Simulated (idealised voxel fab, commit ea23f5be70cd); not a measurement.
process module | voxel lift off
cross-section cut | 195 nm wide | cells 5 nm
A cross-section is a grid of square cells, given in bands from the top down. A band is one or more rows of cells.
Each band's line starts with the height of the band's top and of its bottom, in nm. Then come its materials from left to right, each with its width in nm. One material with "throughout" fills the band from edge to edge. "air" is empty space.
Height 0 is the level under which the wafer as received is all one material. The lowest band goes on downwards, as in "0 down".
A width such as "30 to 40" changes by the same amount from each row of cells to the next, from the band's top row to its bottom row.
"no change" after a step means that no cell of the cross-section changed.
closed voids: empty space of 8 cells or more with no open way to the top, each as width x height at its distance from the left edge, in nm
after a step's settings: what the simulator itself notes on the step
overlay nm, on a step with a mask: how far to the right of its planned place the mask lay; to the left if negative
Each pair below shows a cross-section before one step and the cross-section after it, down to the lowest band that changed. The line under each pair gives the step between them, with its settings. The pairs can come from different runs of this module on the same starting wafer, so a pair continues from the pair above only where its "before" says so.
before
  0 down: Si throughout
  closed voids: none
after
  5 to 0: SiO2 throughout
  below 0: unchanged
  closed voids: none
the step between: op CONFORMAL_DEP | material SiO2 | thk nm 5
before: the cross-section after the pair above
after
  20 to 5: resist 55 | air 30 | resist 25 | air 30 | resist 55
  below 5: unchanged
  closed voids: none
the step between: op PATTERN | tone open | mask id LINES | material resist | width nm 30 | pitch nm 55 | thk nm 15 | overlay nm 0
before: the cross-section after the pair above
after
  25 to 20: Ru 55 | air 30 | Ru 25 | air 30 | Ru 55
  20 to 10: resist 55 | air 30 | resist 25 | air 30 | resist 55
  10 to 5: resist 55 | Ru 30 | resist 25 | Ru 30 | resist 55
  below 5: unchanged
  closed voids: none
the step between: op DIRECTIONAL_DEP | material Ru | thk nm 5
before: the cross-section after the pair above
after
  10 to 5: air 55 | Ru 30 | air 25 | Ru 30 | air 55
  below 5: unchanged
  closed voids: none
the step between: op STRIP | etch materials resist
before: the cross-section after the pair above
after
  20 to 15: air 45 | SiO2 50 | air 5 | SiO2 50 | air 45
  15 to 10: SiO2 throughout
  10 to 5: SiO2 55 | Ru 30 | SiO2 25 | Ru 30 | SiO2 55
  below 5: unchanged
  closed voids: none
the step between: op CONFORMAL_DEP | material SiO2 | thk nm 10
before
  20 to 5: resist 55 | air 30 | resist 25 | air 30 | resist 55
  5 to 0: SiO2 throughout
  0 down: Si throughout
  closed voids: none
after
  5 to 0: SiO2 throughout
  below 0: unchanged
  closed voids: none
the step between: op STRIP | etch materials resist
before: the cross-section after the pair above
after
  15 to 0: SiO2 throughout
  below 0: unchanged
  closed voids: none
the step between: op CONFORMAL_DEP | material SiO2 | thk nm 10
before
  10 to 5: air 55 | Ru 30 | air 25 | Ru 30 | air 55
  5 to 0: SiO2 throughout
  0 down: Si throughout
  closed voids: none
after
  25 to 20: air 40 | SiO2 115 | air 40
  20 to 10: SiO2 throughout
  10 to 5: SiO2 55 | Ru 30 | SiO2 25 | Ru 30 | SiO2 55
  below 5: unchanged
  closed voids: none
the step between: op CONFORMAL_DEP | material SiO2 | thk nm 15
before
  5 to 0: SiO2 throughout
  0 down: Si throughout
  closed voids: none
after
  20 to 5: resist 60 | air 25 | resist 30 | air 25 | resist 55
  below 5: unchanged
  closed voids: none
the step between: op PATTERN | tone open | mask id LINES | material resist | width nm 25 | pitch nm 55 | thk nm 15 | overlay nm 0
before: the cross-section after the pair above
after
  25 to 20: Ru 60 | air 25 | Ru 30 | air 25 | Ru 55
  20 to 10: resist 60 | air 25 | resist 30 | air 25 | resist 55
  10 to 5: resist 60 | Ru 25 | resist 30 | Ru 25 | resist 55
  below 5: unchanged
  closed voids: none
the step between: op DIRECTIONAL_DEP | material Ru | thk nm 5
before: the cross-section after the pair above
after
  10 to 5: air 60 | Ru 25 | air 30 | Ru 25 | air 55
  below 5: unchanged
  closed voids: none
the step between: op STRIP | etch materials resist
before: the cross-section after the pair above
after
  20 to 15: air 50 | SiO2 45 | air 10 | SiO2 45 | air 45
  15 to 10: SiO2 throughout
  10 to 5: SiO2 60 | Ru 25 | SiO2 30 | Ru 25 | SiO2 55
  below 5: unchanged
  closed voids: none
the step between: op CONFORMAL_DEP | material SiO2 | thk nm 10
before
  5 to 0: SiO2 throughout
  0 down: Si throughout
  closed voids: none
after
  20 to 5: resist 65 | air 30 | resist 25 | air 30 | resist 45
  below 5: unchanged
  closed voids: none
the step between: op PATTERN | tone open | mask id LINES | material resist | width nm 30 | pitch nm 55 | thk nm 15 | overlay nm 10
before: the cross-section after the pair above
after
  25 to 20: Ru 65 | air 30 | Ru 25 | air 30 | Ru 45
  20 to 10: resist 65 | air 30 | resist 25 | air 30 | resist 45
  10 to 5: resist 65 | Ru 30 | resist 25 | Ru 30 | resist 45
  below 5: unchanged
  closed voids: none
the step between: op DIRECTIONAL_DEP | material Ru | thk nm 5
before: the cross-section after the pair above
after
  10 to 5: air 65 | Ru 30 | air 25 | Ru 30 | air 45
  below 5: unchanged
  closed voids: none
the step between: op STRIP | etch materials resist
before: the cross-section after the pair above
after
  20 to 15: air 55 | SiO2 50 | air 5 | SiO2 50 | air 35
  15 to 10: SiO2 throughout
  10 to 5: SiO2 65 | Ru 30 | SiO2 25 | Ru 30 | SiO2 45
  below 5: unchanged
  closed voids: none
the step between: op CONFORMAL_DEP | material SiO2 | thk nm 10
before
  0 down: Si throughout
  closed voids: none
after
  5 to 0: Ru throughout
  below 0: unchanged
  closed voids: none
the step between: op CONFORMAL_DEP | material Ru | thk nm 5
before: the cross-section after the pair above
after
  20 to 5: resist 55 | air 30 | resist 25 | air 30 | resist 55
  below 5: unchanged
  closed voids: none
the step between: op PATTERN | tone open | mask id LINES | material resist | width nm 30 | pitch nm 55 | thk nm 15 | overlay nm 0
before: the cross-section after the pair above
after
  25 to 20: Ru 55 | air 30 | Ru 25 | air 30 | Ru 55
  20 to 10: resist 55 | air 30 | resist 25 | air 30 | resist 55
  10 to 5: resist 55 | Ru 30 | resist 25 | Ru 30 | resist 55
  below 5: unchanged
  closed voids: none
the step between: op DIRECTIONAL_DEP | material Ru | thk nm 5
before: the cross-section after the pair above
after
  10 to 5: air 55 | Ru 30 | air 25 | Ru 30 | air 55
  below 5: unchanged
  closed voids: none
the step between: op STRIP | etch materials resist
before: the cross-section after the pair above
after
  20 to 15: air 45 | SiO2 50 | air 5 | SiO2 50 | air 45
  15 to 10: SiO2 throughout
  10 to 5: SiO2 55 | Ru 30 | SiO2 25 | Ru 30 | SiO2 55
  below 5: unchanged
  closed voids: none
the step between: op CONFORMAL_DEP | material SiO2 | thk nm 10
before
  5 to 0: SiO2 throughout
  0 down: Si throughout
  closed voids: none
after
  20 to 5: air 55 | resist 30 | air 25 | resist 30 | air 55
  below 5: unchanged
  closed voids: none
the step between: op PATTERN | tone cover | mask id LINES | material resist | width nm 30 | pitch nm 55 | thk nm 15 | overlay nm 0
before: the cross-section after the pair above
after
  25 to 20: air 55 | Ru 30 | air 25 | Ru 30 | air 55
  20 to 10: air 55 | resist 30 | air 25 | resist 30 | air 55
  10 to 5: Ru 55 | resist 30 | Ru 25 | resist 30 | Ru 55
  below 5: unchanged
  closed voids: none
the step between: op DIRECTIONAL_DEP | material Ru | thk nm 5
before: the cross-section after the pair above
after
  10 to 5: Ru 55 | air 30 | Ru 25 | air 30 | Ru 55
  below 5: unchanged
  closed voids: none
the step between: op STRIP | etch materials resist
before: the cross-section after the pair above
after
  20 to 15: SiO2 65 | air 10 | SiO2 45 | air 10 | SiO2 65
  15 to 10: SiO2 throughout
  10 to 5: Ru 55 | SiO2 30 | Ru 25 | SiO2 30 | Ru 55
  below 5: unchanged
  closed voids: none
the step between: op CONFORMAL_DEP | material SiO2 | thk nm 10
